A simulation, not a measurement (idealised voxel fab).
process module | voxel lift off
cross-section cut | 150 nm wide | cells 5 nm
A cross-section is a grid of square cells, given in bands from the top down. A band is one or more rows of cells.
Each band's line starts with the height of the band's top and of its bottom, in nm. Then come its materials from left to right, each with its width in nm. One material with "throughout" fills the band from edge to edge. "air" is empty space.
Height 0 is the level under which the wafer as received is all one material. The lowest band goes on downwards, as in "0 down".
A width such as "30 to 40" changes by the same amount from each row of cells to the next, from the band's top row to its bottom row.
"no change" after a step means that no cell of the cross-section changed.
closed voids: empty space of 8 cells or more with no open way to the top, each as width x height at its distance from the left edge, in nm
after a step's settings: what the simulator itself notes on the step
overlay nm, on a step with a mask: how far to the right of its planned place the mask lay; to the left if negative
plan
1 op RECEIVE | material Si
2 op CONFORMAL_DEP | material SiO2 | thk nm 15
3 op PATTERN | tone open | mask id LINES | material resist | width nm 25 | pitch nm 45 | thk nm 20 | overlay nm 0
4 op DIRECTIONAL_DEP | material Ru | thk nm 5
5 op STRIP | etch materials resist
6 op CONFORMAL_DEP | material SiN | thk nm 5
as received, after step 1
  0 down: Si throughout
  closed voids: none
a wafer at the end: this start, this plan, one mistake
  25 to 20: air 35 | Ru 35 | air 10 | Ru 35 | air 35
  20 to 15: Ru throughout
  15 to 0: SiO2 throughout
  0 down: Si throughout
  closed voids: none
what went wrong: step 6 ran as: op CONFORMAL_DEP | material Ru | thk nm 5
